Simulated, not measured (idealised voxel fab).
The process module presented herein is designated voxel tone inversion.
Xsec cut, 155 nm wide, square cell size 5 nm.
How to read a cross-section here: the picture is a grid of square cells, written as bands going from the top down, and any band can span one or more rows of cells. It is stipulated that each band's entry specify, in nanometres, the height of the top of the band and then that of its bottom, followed by the materials of the band in left-to-right sequence, each together with its width in nanometres. A single material marked by the word "edge to edge" is understood to fill the band from edge to edge; the word "blank" is understood to denote empty space. Heights are expressed relative to 0, this being the level below which the as-received wafer comprises one material exclusively. The lowest band is unbounded in the downward direction and is denoted as in "0 nm and below". A width given as "30 to 40" starts at the first number in the band's top row and ends at the second number in its bottom row, shifting by an equal amount at every step from row to row. "everything unchanged" -> step changed no cross-section cell. The list in "Enclosed cavity list" covers empty spaces of 8 cells or more that cannot reach the top through any open way, and it gives each as width x height at distance; the distance is from the left edge, and width, height and distance are in nm. That trailing text on a step's line, after the settings, is the simulator's own remark on the step. overlay nm: where the mask lay relative to plan, measured to the right, on steps with a mask; negatives go left.
Process steps - plan
- 1: RECEIVE (material Si)
- 2: CONFORMAL_DEP (material SiN; thk nm 5)
- 3: DIRECTIONAL_DEP (material polySi; thk nm 25)
- 4: PATTERN (tone cover; mask id POSTS; material resist; width nm 15; pitch nm 50; thk nm 35; overlay nm 0)
- 5: DIRECTIONAL_ETCH (etch materials polySi; depth nm 25)
- 6: STRIP (etch materials resist)
- 7: FILL_DEP (material lowk; thk nm 5)
- 8: CMP (height nm 30)
- 9: STRIP (etch materials polySi)
- 10: CONFORMAL_DEP (material TiN; thk nm 5)
- 11: FILL_DEP (material Ru; thk nm 10)
- 12: CMP (height nm 30)
- 13: CONFORMAL_DEP (material SiN; thk nm 5)
Across this set of wafers, the varied parameter is the width nm of step 4. Starting conditions are identical for every wafer, and the plan reports the value assigned to the first wafer.
As received, i.e. after step 1: cross-section through the first of several wafers
* 0 nm and below: Si edge to edge
* Enclosed cavity list: none
The table below has one row for each wafer; a row shows, as of the end of the module, how many cells of each material the wafer has gained, marked (+), or lost, marked (-), since it was received, and then the wafer's closed voids
width nm 15; +12 Ru; +62 SiN; +33 TiN; +110 lowk; Enclosed cavity list: none
width nm 20; +24 Ru; +62 SiN; +36 TiN; +95 lowk; Enclosed cavity list: none
width nm 25; +36 Ru; +62 SiN; +39 TiN; +80 lowk; Enclosed cavity list: none
